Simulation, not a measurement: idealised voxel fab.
Documented hereafter: the process module known as voxel ribs on slabs.
Pictured: cross-section cut, 265 nm wide, on a grid of 5 nm square cells.
Square cells in a grid make up a cross-section in this document, and the grid is given as bands, listed from the top down, each one or more rows of cells.
Per band: top height and bottom height in nm, followed by the left-to-right materials and their widths in nm; "throughout" marks a single material spanning edge to edge, "air" marks empty space.
A quick word on heights: they are counted from 0, and under that level the wafer as it came to us is one material throughout. The lowest band is different from the rest in having no bottom; it simply continues downward, written as in "from 0 down".
A width such as "30->40" changes by the same amount from each row of cells to the next, from the band's top row to its bottom row.
Where the words "nothing different" appear for a step, the cross-section shows no cell changed by that step; every cell remained as before.
Enclosed voids (no open way to top), threshold 8 cells or more, entry "Trapped void list", notation width x height at distance, distance from left edge, nm.
Past the settings on a step's line: simulator remark, on that step.
overlay nm: step with mask; distance mask lay right of planned place; negative value = left of planned place.
# Intended process steps
step 1: op RECEIVE | material Si
step 2: op DIRECTIONAL_DEP | material SiO2 | thk nm 20
step 3: op DIRECTIONAL_DEP | material polySi | thk nm 20
step 4: op DIRECTIONAL_DEP | material aC | thk nm 15
step 5: op PATTERN | tone cover | mask id RIB | material resist | width nm 20 | thk nm 30 | overlay nm 0
step 6: op DIRECTIONAL_ETCH | etch materials aC | depth nm 15
step 7: op STRIP | etch materials resist
step 8: op DIRECTIONAL_ETCH | etch materials polySi | depth nm 10
step 9: op STRIP | etch materials aC
step 10: op MASKED_ETCH | tone cover | mask id SLAB | width nm 50 | etch materials polySi | depth nm 10 | overlay nm 0
step 11: op FILL_DEP | material SiO2 | thk nm 15
step 12: op CMP | height nm 50
step 13: op DIRECTIONAL_DEP | material W | thk nm 10
step 14: op MASKED_ETCH | tone cover | mask id HEATER | width nm 30 | etch materials W | depth nm 10 | overlay nm 0
step 15: op CONFORMAL_DEP | material SiN | thk nm 5
# The following pertains to the first of two wafers, which was processed as planned
# Cross-sectional view of the wafer in its as-received condition, corresponding to the state after step 1
from 0 down | Si throughout
Trapped void list: none
# Step 2 done - wafer cross-section
from 20 to 0 | SiO2 throughout
No changes below 0.
# Step 3 done - wafer cross-section
from 40 to 20 | polySi throughout
No changes below 20.
# Step 4 done - wafer cross-section
from 55 to 40 | aC throughout
No changes below 40.
# Step 5 done - wafer cross-section
from 85 to 55 | air (120), then resist (20), then air (125)
No changes below 55.
# Step 6 done - wafer cross-section
from 70 to 55 | air (120), then resist (20), then air (125)
from 55 to 40 | air (120), then aC (20), then air (125)
No changes below 40.
# Step 7 done - wafer cross-section
from 55 to 40 | air (120), then aC (20), then air (125)
No changes below 40.
# Step 8 done - wafer cross-section
from 55 to 40 | air (120), then aC (20), then air (125)
from 40 to 30 | air (120), then polySi (20), then air (125)
No changes below 30.
# Step 9 done - wafer cross-section
from 40 to 30 | air (120), then polySi (20), then air (125)
No changes below 30.
# Step 10 done - wafer cross-section
from 40 to 30 | air (120), then polySi (20), then air (125)
from 30 to 20 | air (105), then polySi (50), then air (110)
No changes below 20.
# Step 11 done - wafer cross-section
from 55 to 40 | SiO2 throughout
from 40 to 30 | SiO2 (120), then polySi (20), then SiO2 (125)
from 30 to 20 | SiO2 (105), then polySi (50), then SiO2 (110)
No changes below 20.
# Step 12 done - wafer cross-section
from 50 to 40 | SiO2 throughout
No changes below 40.
# Step 13 done - wafer cross-section
from 60 to 50 | W throughout
No changes below 50.
# Step 14 done - wafer cross-section
from 60 to 50 | air (115), then W (30), then air (120)
No changes below 50.
# Step 15 done - wafer cross-section
from 65 to 60 | air (110), then SiN (40), then air (115)
from 60 to 55 | air (110), then SiN (5), then W (30), then SiN (5), then air (115)
from 55 to 50 | SiN (115), then W (30), then SiN (120)
No changes below 50.
# What follows concerns the second wafer, which started out like the first and was meant to follow the very same plan; one mistake crept in when it was run, but everything up to and including step 1 is the same as for the first wafer
# when step 2 should have ended
from 20 to 0 | polySi throughout
No changes below 0.
# when step 3 should have ended
from 40 to 20 | SiO2 throughout
No changes below 20.
# when step 4 should have ended
from 55 to 40 | aC throughout
No changes below 40.
# when step 5 should have ended
from 85 to 55 | air (120), then resist (20), then air (125)
No changes below 55.
# when step 6 should have ended
from 70 to 55 | air (120), then resist (20), then air (125)
from 55 to 40 | air (120), then aC (20), then air (125)
No changes below 40.
# when step 7 should have ended
from 55 to 40 | air (120), then aC (20), then air (125)
No changes below 40.
when step 8 should have ended: nothing different
# when step 9 should have ended
from 40 to 20 | SiO2 throughout
No changes below 20.
when step 10 should have ended: nothing different
# when step 11 should have ended
from 55 to 20 | SiO2 throughout
No changes below 20.
# when step 12 should have ended
from 50 to 20 | SiO2 throughout
No changes below 20.
# when step 13 should have ended
from 60 to 50 | W throughout
No changes below 50.
# when step 14 should have ended
from 60 to 50 | air (115), then W (30), then air (120)
No changes below 50.
# when step 15 should have ended
from 65 to 60 | air (110), then SiN (40), then air (115)
from 60 to 55 | air (110), then SiN (5), then W (30), then SiN (5), then air (115)
from 55 to 50 | SiN (115), then W (30), then SiN (120)
No changes below 50.
Deviation noted in wafer processing: order of steps 2 and 3 inverted relative to the plan
The closing comparison, in cells, has the second wafer with more or fewer of some materials than the first: SiO2 -184; polySi +184
